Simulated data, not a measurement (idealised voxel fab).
Process module heading - voxel local oxidation
For reference, the cross-section in this document is cut, with width 290 nm and square cells of 5 nm.
The cross-sections in this document take the form of a grid made of square cells. They are written out as bands, in order from top to bottom. Each band consists of one or more rows of cells.
Each band's line starts with the height of the band's top and of its bottom, in nm. Then come its materials from left to right, each with its width in nm. One material with "edge to edge" fills the band from edge to edge. "empty" is empty space.
Where do heights start? At 0: under that level the wafer as delivered is made of one material only. And the lowest band has no floor; it just carries on downward, as in "from 0 down".
Width spec "30..40" -> top row of cells at first value, bottom row at second value, equal per-row change in between.
When a step is marked "identical to before", none of the cells in the cross-section changed during that step.
Heads up: "Closed void listing" only lists the empty pockets with no open path to the top that are 8 cells or more, and it writes them as width x height at distance, distance from the left edge, in nm.
Step line, after settings: the simulator's comment on this step.
A step line may carry the setting "overlay nm", which, for steps involving a mask, states the distance by which the mask lay to the right of its intended position; negative values denote displacement to the left.

## The steps planned for the process are as follows
1,RECEIVE, material Si
2,CONFORMAL_DEP, material SiO2, thk nm 5
3,CONFORMAL_DEP, material SiN, thk nm 15
4,MASKED_ETCH, tone cover, mask id ACTIVE, width nm 80, pitch nm 130, etch materials SiN, depth nm 15, overlay nm 0
5,SELECTIVE_ETCH, etch materials SiO2, depth nm 5
6,OXIDIZE, depth nm 15
7,STRIP, etch materials SiN
The value of width nm given for step 4 in the plan refers to the first wafer; the wafers vary in this setting and are alike at the start.

## First of several wafers, received after step 1, in cross-section
  from 0 down: Si edge to edge
  Closed void listing: none

## each wafer at the end: cells of each material gained (+) or lost (-) since it was received, then its closed voids
width nm 80; -126 Si; +154 SiO2; Closed void listing: none
width nm 85; -120 Si; +150 SiO2; Closed void listing: none
width nm 90; -114 Si; +146 SiO2; Closed void listing: none
width nm 95; -108 Si; +142 SiO2; Closed void listing: none
width nm 100; -102 Si; +138 SiO2; Closed void listing: none
width nm 105; -96 Si; +134 SiO2; Closed void listing: none
